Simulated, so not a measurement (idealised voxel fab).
process module | voxel wiring stack
Square cell edge 5 nm, section width 240 nm, ID cut.
In what follows, cross-sections appear as grids of square cells, described through bands that run from the top down, where every band is one or more rows of cells. Heights first: top, then bottom, in nm. Then materials, left to right, each with a width in nm. "edge to edge" on a single material: fills the band edge to edge. "air": empty space. Zero point of the height axis is 0; under it, received wafer = one material. Lowest band: continues down indefinitely, "z 0 and below". Per-row width for "30->40": begins at first number (top row of band), ends at second number (bottom row), increment between rows held constant. "nothing was modified" -> step changed no cross-section cell. You'll see "Encapsulated voids" listing empty spaces that have no way open to the top, as long as they're 8 cells or more; the notation is width x height at distance, where the distance is from the left edge, and all of it is in nm. Post-settings text on a step line: simulator's own remark regarding the step. overlay nm: where the mask lay relative to plan, measured to the right, on steps with a mask; negatives go left.

-- The following list gives the planned process steps
1 RECEIVE, material Si
2 CONFORMAL_DEP, material SiO2, thk nm 10
3 DIRECTIONAL_DEP, material TiN, thk nm 5
4 DIRECTIONAL_DEP, material W, thk nm 25
5 DIRECTIONAL_DEP, material aC, thk nm 15
6 PATTERN, tone cover, mask id METAL_1, material resist, width nm 25, pitch nm 40, thk nm 30, overlay nm 0
7 DIRECTIONAL_ETCH, etch materials aC, depth nm 15
8 STRIP, etch materials resist
9 DIRECTIONAL_ETCH, etch materials W, depth nm 25
10 DIRECTIONAL_ETCH, etch materials TiN, depth nm 5
11 STRIP, etch materials aC
12 CONFORMAL_DEP, material SiCN, thk nm 5
13 FILL_DEP, material lowk, thk nm 5
14 CMP, height nm 40
15 CONFORMAL_DEP, material SiCN, thk nm 5
16 DIRECTIONAL_DEP, material SiO2, thk nm 20
17 MASKED_ETCH, tone open, mask id PLUG_1, width nm 15, pitch nm 80, etch materials SiO2, depth nm 20, overlay nm 0
18 MASKED_ETCH, tone open, mask id PLUG_1, width nm 15, pitch nm 80, etch materials SiCN, depth nm 5, overlay nm 0
19 EPI, material Ru, thk nm 10
20 EPI, material Ru, thk nm 10
21 EPI, material Ru, thk nm 5
22 CONFORMAL_DEP, material SiN, thk nm 5
23 DIRECTIONAL_DEP, material lowk, thk nm 20
24 DIRECTIONAL_DEP, material aC, thk nm 15
25 PATTERN, tone open, mask id METAL_2, material resist, width nm 25, pitch nm 40, thk nm 35, overlay nm 0
26 DIRECTIONAL_ETCH, etch materials aC, depth nm 15
27 STRIP, etch materials resist
28 DIRECTIONAL_ETCH, etch materials lowk, depth nm 20
29 DIRECTIONAL_ETCH, etch materials SiN, depth nm 5
30 STRIP, etch materials aC
31 CONFORMAL_DEP, material TiN, thk nm 5
32 FILL_DEP, material Cu, thk nm 10
33 CMP, height nm 90
34 EPI, material Ru, thk nm 5
35 FILL_DEP, material SiCN, thk nm 5

-- Cross-section of the incoming wafer, state after step 1
z 0 and below  Si edge to edge
Encapsulated voids: none

-- Figure: cross-sectional view of the wafer upon completion of the module, processed from the initial state and according to the plan depicted above, with one error introduced during execution
z 100 to 95  SiCN edge to edge
z 95 to 90  SiCN=40  Ru=35  SiCN=5  Ru=35  SiCN=5  Ru=35  SiCN=5  Ru=35  SiCN=45
z 90 to 70  lowk=45  TiN=5  Cu=15  TiN=5  lowk=15  TiN=5  Cu=15  TiN=5  lowk=15  TiN=5  Cu=15  TiN=5  lowk=15  TiN=5  Cu=15  TiN=5  lowk=50
z 70 to 65  SiN=45  TiN=25  SiN=15  TiN=25  SiN=15  TiN=25  SiN=15  TiN=25  SiN=50
z 65 to 60  SiCN=45  SiN=5  TiN=5  SiN=5  SiCN=65  SiN=5  TiN=5  SiN=5  SiCN=100
z 60 to 40  SiO2 edge to edge
z 40 to 15  lowk=40  SiCN=5  W=25  SiCN=5  lowk=5  SiCN=5  W=25  SiCN=5  lowk=5  SiCN=5  W=25  SiCN=5  lowk=5  SiCN=5  W=25  SiCN=5  lowk=45
z 15 to 10  SiCN=45  TiN=25  SiCN=15  TiN=25  SiCN=15  TiN=25  SiCN=15  TiN=25  SiCN=50
z 10 to 0  SiO2 edge to edge
z 0 and below  Si edge to edge
Encapsulated voids: none
Heads up, the wafer didn't run the way we planned it: the processing plan was not followed for steps 15 and 16, which were run with their positions exchanged
